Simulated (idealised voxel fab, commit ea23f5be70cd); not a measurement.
Herein follows the process module entitled voxel wiring stack.
Each square cell in cross-section cut measures 5 nm, and the section as a whole is 295 nm wide.
When this document writes out a cross-section, it uses a grid of square cells and lists it as bands, beginning at the top and moving down, with a band standing for one or more rows of cells. What a band's entry tells you: where the top is and where the bottom is, as heights in nm, and after that what lies inside, material by material from left to right, each with its width in nm. Empty space is written as the word "blank", and a single material marked with the word "all across" occupies the band from edge to edge. Below 0: as-received wafer, all one material; heights counted from there. Lowest band: no bottom, goes on down, written "0..down". A width given as "30 to 40" starts at the first number in the band's top row and ends at the second number in its bottom row, shifting by an equal amount at every step from row to row. No cell of the cross-section changed in a step that is given as "remains unaltered". Empty spaces counting at least 8 cells and having no open way to the top are listed in "Entrapped voids". The notation width x height at distance is used for each, the distance being from the left edge and all three values in nm. Past the settings on a step's line: simulator remark, on that step. If you see "overlay nm" on a step's line and that step has a mask, it's telling you how far right of where it was planned the mask ended up; a negative number means it went left instead.
STEPS PLANNED FOR THE PROCESS
step 1: RECEIVE: material Si
step 2: CONFORMAL_DEP: material SiO2, thk nm 10
step 3: DIRECTIONAL_DEP: material TiN, thk nm 5
step 4: DIRECTIONAL_DEP: material Ru, thk nm 20
step 5: PATTERN: tone cover, mask id METAL_1, material resist, width nm 30, pitch nm 50, thk nm 15, overlay nm 0
step 6: DIRECTIONAL_ETCH: etch materials Ru, depth nm 20
step 7: DIRECTIONAL_ETCH: etch materials TiN, depth nm 5
step 8: STRIP: etch materials resist
step 9: FILL_DEP: material lowk, thk nm 10
step 10: CMP: height nm 35
step 11: CONFORMAL_DEP: material SiCN, thk nm 5
step 12: DIRECTIONAL_DEP: material lowk, thk nm 20
step 13: PATTERN: tone open, mask id PLUG_1, material resist, width nm 15, pitch nm 50, thk nm 20, overlay nm 0
step 14: DIRECTIONAL_ETCH: etch materials lowk, depth nm 20
step 15: DIRECTIONAL_ETCH: etch materials SiCN, depth nm 5
step 16: STRIP: etch materials resist
step 17: EPI: material Ru, thk nm 10
step 18: EPI: material Ru, thk nm 10
step 19: EPI: material Ru, thk nm 5
step 20: DIRECTIONAL_DEP: material TiN, thk nm 5
step 21: DIRECTIONAL_DEP: material W, thk nm 20
step 22: MASKED_ETCH: tone cover, mask id METAL_2, width nm 30, pitch nm 50, etch materials W, depth nm 20, overlay nm 0
step 23: MASKED_ETCH: tone cover, mask id METAL_2, width nm 30, pitch nm 50, etch materials TiN, depth nm 5, overlay nm 0
step 24: CONFORMAL_DEP: material SiN, thk nm 5
step 25: FILL_DEP: material SiO2, thk nm 10
step 26: CMP: height nm 85
step 27: CONFORMAL_DEP: material SiCN, thk nm 5
FIRST OF TWO WAFERS, PROCESSED ACCORDING TO PLAN
AS RECEIVED (POST STEP 1): CROSS-SECTION
	0..down = Si all across
	Entrapped voids: none
THE WAFER IN CROSS-SECTION ONCE STEP 2 IS COMPLETE
	10..0 = SiO2 all across
	At heights below 0, the structure remains unaltered.
THE WAFER IN CROSS-SECTION ONCE STEP 3 IS COMPLETE
	15..10 = TiN all across
	At heights below 10, the structure remains unaltered.
THE WAFER IN CROSS-SECTION ONCE STEP 4 IS COMPLETE
	35..15 = Ru all across
	At heights below 15, the structure remains unaltered.
THE WAFER IN CROSS-SECTION ONCE STEP 5 IS COMPLETE
	50..35 = blank 80, resist 30, blank 20, resist 30, blank 20, resist 30, blank 85
	At heights below 35, the structure remains unaltered.
THE WAFER IN CROSS-SECTION ONCE STEP 6 IS COMPLETE
	50..35 = blank 80, resist 30, blank 20, resist 30, blank 20, resist 30, blank 85
	35..15 = blank 80, Ru 30, blank 20, Ru 30, blank 20, Ru 30, blank 85
	At heights below 15, the structure remains unaltered.
THE WAFER IN CROSS-SECTION ONCE STEP 7 IS COMPLETE
	50..35 = blank 80, resist 30, blank 20, resist 30, blank 20, resist 30, blank 85
	35..15 = blank 80, Ru 30, blank 20, Ru 30, blank 20, Ru 30, blank 85
	15..10 = blank 80, TiN 30, blank 20, TiN 30, blank 20, TiN 30, blank 85
	At heights below 10, the structure remains unaltered.
THE WAFER IN CROSS-SECTION ONCE STEP 8 IS COMPLETE
	35..15 = blank 80, Ru 30, blank 20, Ru 30, blank 20, Ru 30, blank 85
	At heights below 15, the structure remains unaltered.
THE WAFER IN CROSS-SECTION ONCE STEP 9 IS COMPLETE
	45..35 = lowk all across
	35..15 = lowk 80, Ru 30, lowk 20, Ru 30, lowk 20, Ru 30, lowk 85
	15..10 = lowk 80, TiN 30, lowk 20, TiN 30, lowk 20, TiN 30, lowk 85
	At heights below 10, the structure remains unaltered.
THE WAFER IN CROSS-SECTION ONCE STEP 10 IS COMPLETE
	35..15 = lowk 80, Ru 30, lowk 20, Ru 30, lowk 20, Ru 30, lowk 85
	At heights below 15, the structure remains unaltered.
THE WAFER IN CROSS-SECTION ONCE STEP 11 IS COMPLETE
	40..35 = SiCN all across
	At heights below 35, the structure remains unaltered.
THE WAFER IN CROSS-SECTION ONCE STEP 12 IS COMPLETE
	60..40 = lowk all across
	At heights below 40, the structure remains unaltered.
THE WAFER IN CROSS-SECTION ONCE STEP 13 IS COMPLETE
	80..60 = resist 80, blank 15, resist 35, blank 15, resist 35, blank 15, resist 100
	At heights below 60, the structure remains unaltered.
THE WAFER IN CROSS-SECTION ONCE STEP 14 IS COMPLETE
	80..60 = resist 80, blank 15, resist 35, blank 15, resist 35, blank 15, resist 100
	60..40 = lowk 80, blank 15, lowk 35, blank 15, lowk 35, blank 15, lowk 100
	At heights below 40, the structure remains unaltered.
THE WAFER IN CROSS-SECTION ONCE STEP 15 IS COMPLETE
	80..60 = resist 80, blank 15, resist 35, blank 15, resist 35, blank 15, resist 100
	60..40 = lowk 80, blank 15, lowk 35, blank 15, lowk 35, blank 15, lowk 100
	40..35 = SiCN 80, blank 15, SiCN 35, blank 15, SiCN 35, blank 15, SiCN 100
	At heights below 35, the structure remains unaltered.
THE WAFER IN CROSS-SECTION ONCE STEP 16 IS COMPLETE
	60..40 = lowk 80, blank 15, lowk 35, blank 15, lowk 35, blank 15, lowk 100
	At heights below 40, the structure remains unaltered.
THE WAFER IN CROSS-SECTION ONCE STEP 17 IS COMPLETE
	60..45 = lowk 80, blank 15, lowk 35, blank 15, lowk 35, blank 15, lowk 100
	45..40 = lowk 80, Ru 15, lowk 35, Ru 15, lowk 35, Ru 15, lowk 100
	40..35 = SiCN 80, Ru 15, SiCN 35, Ru 15, SiCN 35, Ru 15, SiCN 100
	At heights below 35, the structure remains unaltered.
THE WAFER IN CROSS-SECTION ONCE STEP 18 IS COMPLETE
	60..55 = lowk 80, blank 15, lowk 35, blank 15, lowk 35, blank 15, lowk 100
	55..40 = lowk 80, Ru 15, lowk 35, Ru 15, lowk 35, Ru 15, lowk 100
	At heights below 40, the structure remains unaltered.
THE WAFER IN CROSS-SECTION ONCE STEP 19 IS COMPLETE
	60..40 = lowk 80, Ru 15, lowk 35, Ru 15, lowk 35, Ru 15, lowk 100
	At heights below 40, the structure remains unaltered.
THE WAFER IN CROSS-SECTION ONCE STEP 20 IS COMPLETE
	65..60 = TiN all across
	At heights below 60, the structure remains unaltered.
THE WAFER IN CROSS-SECTION ONCE STEP 21 IS COMPLETE
	85..65 = W all across
	At heights below 65, the structure remains unaltered.
THE WAFER IN CROSS-SECTION ONCE STEP 22 IS COMPLETE
	85..65 = blank 80, W 30, blank 20, W 30, blank 20, W 30, blank 85
	At heights below 65, the structure remains unaltered.
THE WAFER IN CROSS-SECTION ONCE STEP 23 IS COMPLETE
	85..65 = blank 80, W 30, blank 20, W 30, blank 20, W 30, blank 85
	65..60 = blank 80, TiN 30, blank 20, TiN 30, blank 20, TiN 30, blank 85
	At heights below 60, the structure remains unaltered.
THE WAFER IN CROSS-SECTION ONCE STEP 24 IS COMPLETE
	90..85 = blank 75, SiN 40, blank 10, SiN 40, blank 10, SiN 40, blank 80
	85..65 = blank 75, SiN 5, W 30, SiN 5, blank 10, SiN 5, W 30, SiN 5, blank 10, SiN 5, W 30, SiN 5, blank 80
	65..60 = SiN 80, TiN 30, SiN 20, TiN 30, SiN 20, TiN 30, SiN 85
	At heights below 60, the structure remains unaltered.
THE WAFER IN CROSS-SECTION ONCE STEP 25 IS COMPLETE
	100..90 = SiO2 all across
	90..85 = SiO2 75, SiN 40, SiO2 10, SiN 40, SiO2 10, SiN 40, SiO2 80
	85..65 = SiO2 75, SiN 5, W 30, SiN 5, SiO2 10, SiN 5, W 30, SiN 5, SiO2 10, SiN 5, W 30, SiN 5, SiO2 80
	At heights below 65, the structure remains unaltered.
THE WAFER IN CROSS-SECTION ONCE STEP 26 IS COMPLETE
	85..65 = SiO2 75, SiN 5, W 30, SiN 5, SiO2 10, SiN 5, W 30, SiN 5, SiO2 10, SiN 5, W 30, SiN 5, SiO2 80
	At heights below 65, the structure remains unaltered.
THE WAFER IN CROSS-SECTION ONCE STEP 27 IS COMPLETE
	90..85 = SiCN all across
	At heights below 85, the structure remains unaltered.
SECOND WAFER, SAME STARTING STATE AND PLAN AS THE FIRST, ONE MISTAKE IN THE RUN, IDENTICAL THROUGH STEP 25
SECOND WAFER CROSS-SECTION, TAKEN AS OF THE TIME THE PLAN SETS FOR STEP 26 TO BE DONE
	90..85 = SiO2 75, SiN 40, SiO2 10, SiN 40, SiO2 10, SiN 40, SiO2 80
	At heights below 85, the structure remains unaltered.
SECOND WAFER CROSS-SECTION, TAKEN AS OF THE TIME THE PLAN SETS FOR STEP 27 TO BE DONE
	95..90 = SiCN all across
	At heights below 90, the structure remains unaltered.
Deviation noted in wafer processing: step 26 off recipe, ran as CMP: height nm 90
Heads up, by the end the second wafer has more or fewer cells of some materials compared to the first: SiN +24 | SiO2 +35
